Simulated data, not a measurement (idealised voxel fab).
The following is a process module called voxel self aligned contacts.
Square cells of 5 nm make up the cross-section cut, whose width is 300 nm.
Square cells in a grid make up a cross-section in this document, and the grid is given as bands, listed from the top down, each one or more rows of cells.
Band: top height; bottom height; in nm. Then, left to right: material with width in nm, for each material. "full width": a single material spanning edge to edge. "empty": empty space.
Basically, 0 is our baseline, since under it the wafer straight out of the box is all one material. The bottom band has no lower end and keeps on going down, so it looks like "from 0 down".
The width entry "30 to 40" should be interpreted row by row: the top row of cells in the band takes the first number, the bottom row takes the second number, and the change between adjacent rows is uniform throughout.
For the purposes of this document, the phrase "no alterations made" attached to a step denotes that no cell within the cross-section was modified by that step.
The list in "Enclosed void list" covers empty spaces of 8 cells or more that cannot reach the top through any open way, and it gives each as width x height at distance; the distance is from the left edge, and width, height and distance are in nm.
Where a step's line continues beyond its settings, the continuation is a remark by the simulator itself on that step.
A step's line can hold "overlay nm"; with a mask on that step, the setting says how far right of the planned place the mask lay, while a negative setting says it lay to the left.
### Steps planned for the process
1 RECEIVE, material Si
2 CONFORMAL_DEP, material SiO2, thk nm 5
3 DIRECTIONAL_DEP, material polySi, thk nm 20
4 DIRECTIONAL_DEP, material SiN, thk nm 15
5 PATTERN, tone cover, mask id GATE, material resist, width nm 25, pitch nm 60, thk nm 15, overlay nm 0
6 DIRECTIONAL_ETCH, etch materials SiN, depth nm 15
7 DIRECTIONAL_ETCH, etch materials polySi, depth nm 20
8 STRIP, etch materials resist
9 CONFORMAL_DEP, material SiN, thk nm 5
10 DIRECTIONAL_ETCH, etch materials SiN, depth nm 5
11 FILL_DEP, material SiO2, thk nm 15
12 CMP, height nm 50
13 PATTERN, tone open, mask id CONTACT, material resist, width nm 45, pitch nm 60, thk nm 15, overlay nm 0
14 DIRECTIONAL_ETCH, etch materials SiO2, depth nm 50
15 STRIP, etch materials resist
16 CONFORMAL_DEP, material TiN, thk nm 5
17 FILL_DEP, material W, thk nm 10
18 CMP, height nm 50
19 CONFORMAL_DEP, material SiCN, thk nm 5
### The cross-section here shows the wafer as received, i.e. in its state after step 1
    from 0 down = Si full width
    Enclosed void list: none
### First of two wafers: cross-section at end of module, run per plan
    from 55 to 50 = SiCN full width
    from 50 to 40 = SiO2 95 nm / TiN 5 to 15 nm / W 35 to 15 nm / TiN 5 to 15 nm / SiO2 15 nm / TiN 5 to 15 nm / W 35 to 15 nm / TiN 5 to 15 nm / SiO2 100 nm
    from 40 to 25 = SiO2 70 nm / SiN 35 nm / TiN 5 nm / W 15 nm / TiN 5 nm / SiN 35 nm / TiN 5 nm / W 15 nm / TiN 5 nm / SiN 35 nm / SiO2 75 nm
    from 25 to 5 = SiO2 70 nm / SiN 5 nm / polySi 25 nm / SiN 5 nm / TiN 5 nm / W 15 nm / TiN 5 nm / SiN 5 nm / polySi 25 nm / SiN 5 nm / TiN 5 nm / W 15 nm / TiN 5 nm / SiN 5 nm / polySi 25 nm / SiN 5 nm / SiO2 75 nm
    from 5 to 0 = SiO2 105 nm / TiN 25 nm / SiO2 35 nm / TiN 25 nm / SiO2 110 nm
    from 0 down = Si full width
    Enclosed void list: none
### What the second wafer looks like in cross-section once the module is done. Its start and its plan matched the first wafer's exactly; what differed was one mistake in how it was run
    from 55 to 50 = SiCN full width
    from 50 to 40 = SiO2 100 nm / TiN 5 to 10 nm / W 30 to 15 nm / TiN 5 to 15 nm / SiO2 20 nm / TiN 5 to 10 nm / W 30 to 15 nm / TiN 5 to 15 nm / SiO2 100 nm
    from 40 to 25 = SiO2 70 nm / SiN 35 nm / TiN 5 nm / W 15 nm / TiN 5 nm / SiN 35 nm / TiN 5 nm / W 15 nm / TiN 5 nm / SiN 35 nm / SiO2 75 nm
    from 25 to 5 = SiO2 70 nm / SiN 5 nm / polySi 25 nm / SiN 5 nm / TiN 5 nm / W 15 nm / TiN 5 nm / SiN 5 nm / polySi 25 nm / SiN 5 nm / TiN 5 nm / W 15 nm / TiN 5 nm / SiN 5 nm / polySi 25 nm / SiN 5 nm / SiO2 75 nm
    from 5 to 0 = SiO2 105 nm / TiN 25 nm / SiO2 35 nm / TiN 25 nm / SiO2 110 nm
    from 0 down = Si full width
    Enclosed void list: none
What broke from the plan during processing? the process deviated at step 13: the operation and settings actually run there were PATTERN, tone open, mask id CONTACT, material resist, width nm 40, pitch nm 60, thk nm 15, overlay nm 0
Bottom line after processing is that, in cells, the second wafer is up or down on some materials versus the first: +4 SiO2; -2 TiN; -2 W
